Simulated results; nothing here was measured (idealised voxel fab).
This section sets out a process module, namely voxel self aligned vias.
Cross-section cut spans 270 nm and uses square cells 5 nm in size.
The cross-sections in this document take the form of a grid made of square cells. They are written out as bands, in order from top to bottom. Each band consists of one or more rows of cells.
Band: top height; bottom height; in nm. Then, left to right: material with width in nm, for each material. "throughout": a single material spanning edge to edge. "empty": empty space.
Heights are measured from 0, the level below which the as-received wafer is all one material; the lowest band has no bottom and continues downward, written as in "top 0, no bottom".
The notation "30 to 40" denotes a width that varies across the rows of cells in the band, beginning at the first number in the top row, finishing at the second number in the bottom row, and changing by an identical amount from each row to the next.
What does "all unchanged" mean for a step? It means no cell of the cross-section changed in that step.
Entry "Entrapped void list". Content: empty spaces with no open connection to the top, size 8 cells or greater. Each: width x height at distance. Distance: from left edge. Unit: nm.
It should be noted that, on the line of a given step, the content following the step's settings is a remark produced by the simulator itself with respect to that step.
The line of a step may include "overlay nm". On a step with a mask, this value is how far to the right of its planned place the mask lay. A negative value means the mask lay to the left.

**Steps in the process plan**
step 1: RECEIVE: material Si
step 2: CONFORMAL_DEP: material SiO2, thk nm 10
step 3: CONFORMAL_DEP: material SiCN, thk nm 5
step 4: DIRECTIONAL_DEP: material SiO2, thk nm 30
step 5: PATTERN: tone open, mask id LINES, material resist, width nm 25, pitch nm 65, thk nm 20, overlay nm 0
step 6: DIRECTIONAL_ETCH: etch materials SiO2, depth nm 30
step 7: STRIP: etch materials resist
step 8: CONFORMAL_DEP: material TiN, thk nm 5
step 9: FILL_DEP: material W, thk nm 10
step 10: CMP: height nm 45
step 11: SELECTIVE_ETCH: etch materials W Ru TiN, depth nm 5
step 12: FILL_DEP: material SiN, thk nm 5
step 13: CMP: height nm 45
step 14: DIRECTIONAL_DEP: material SiO2, thk nm 20
step 15: MASKED_ETCH: tone open, mask id VIAS, width nm 35, pitch nm 65, etch materials SiO2, depth nm 20, overlay nm 0
step 16: MASKED_ETCH: tone open, mask id VIAS, width nm 35, pitch nm 65, etch materials SiN, depth nm 5, overlay nm 0
step 17: CONFORMAL_DEP: material TiN, thk nm 5
step 18: FILL_DEP: material Cu, thk nm 10
step 19: CMP: height nm 65
step 20: CONFORMAL_DEP: material SiCN, thk nm 5
The plan shows the thk nm of step 17 as the first wafer had it; this setting differs between the wafers, which start out alike.

**Incoming state of the first of several wafers in cross-section: after step 1**
top 0, no bottom: Si throughout
Entrapped void list: none

**Row per wafer, end-of-module: cell gain (+)/loss (-) by material since the wafer came in, then closed voids**
thk nm 5 | +54 Cu | +108 SiCN | +474 SiO2 | +84 TiN | +36 W | Entrapped void list: none
thk nm 10 | +21 Cu | +108 SiCN | +474 SiO2 | +117 TiN | +36 W | Entrapped void list: none
thk nm 15 | +3 Cu | +108 SiCN | +474 SiO2 | +135 TiN | +36 W | Entrapped void list: none
thk nm 20 | +108 SiCN | +474 SiO2 | +138 TiN | +36 W | Entrapped void list: none
